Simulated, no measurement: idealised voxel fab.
The following is a process module called voxel fin reveal.
The width of the displayed cross-section, cut, is 200 nm; its cells are square, with a size of 5 nm.
How to read a cross-section here: the picture is a grid of square cells, written as bands going from the top down, and any band can span one or more rows of cells. Within each band entry, the heights of the top and of the bottom of the band appear first, in that order and in nm; the materials of the band then follow from left to right, each with its corresponding width in nm. The designation "edge to edge" on a single material indicates that it fills the band from edge to edge; the designation "blank" indicates empty space. Height datum 0, below which the as-received substrate wafer is one material. Lowest band open at the bottom, running downward: "from 0 down". Graded width ("30 to 40"): value in top row of band = first number; value in bottom row = second number; row-to-row change constant. "no modifications" after a step means that no cell of the cross-section changed. Under "Voids lacking openings" you'll find the enclosed gaps, the ones with no way out to the top, that are 8 cells or bigger; each reads width x height at distance, with distance counted from the left edge, everything in nm. Post-settings text on a step line: simulator's own remark regarding the step. A step's line can hold "overlay nm"; with a mask on that step, the setting says how far right of the planned place the mask lay, while a negative setting says it lay to the left.

### Set out below are the planned steps of the process
step 1: op RECEIVE | material Si
step 2: op CONFORMAL_DEP | material SiN | thk nm 10
step 3: op MASKED_ETCH | tone cover | mask id FINS | width nm 15 | pitch nm 45 | etch materials SiN | depth nm 10 | overlay nm 0
step 4: op MASKED_ETCH | tone cover | mask id FINS | width nm 15 | pitch nm 45 | etch materials Si | depth nm 40 | overlay nm 0
step 5: op OXIDIZE | depth nm 5
step 6: op FILL_DEP | material SiO2 | thk nm 10
step 7: op CMP | height nm 10
step 8: op SELECTIVE_ETCH | etch materials SiO2 | depth nm 40
step 9: op STRIP | etch materials SiN

### Wafer as received: cross-section following step 1
> from 0 down  Si edge to edge
> Voids lacking openings: none

### The first of two wafers, cross-sectioned at the end of the module, with the run proceeding as planned
> from 0 to -30  blank=75  Si=5  blank=40  Si=5  blank=75
> from -30 to -45  SiO2=75  Si=5  SiO2=40  Si=5  SiO2=75
> from -45 down  Si edge to edge
> Voids lacking openings: none

### Wafer two, sectioned after the module: the first wafer's start, the first wafer's plan, and one mistake in how it was run
> from 0 to -30  blank=75  Si=5  blank=40  Si=5  blank=75
> from -30 to -40  SiO2=75  Si=5  SiO2=40  Si=5  SiO2=75
> from -40 down  Si edge to edge
> Voids lacking openings: none
Nonconformance to the process plan: step 4 was not run as planned; what actually ran was op MASKED_ETCH | tone cover | mask id FINS | width nm 15 | pitch nm 45 | etch materials Si | depth nm 35 | overlay nm 0
Final tally in cells, some materials are higher or lower on the second wafer than on the first: Si +38, SiO2 -38
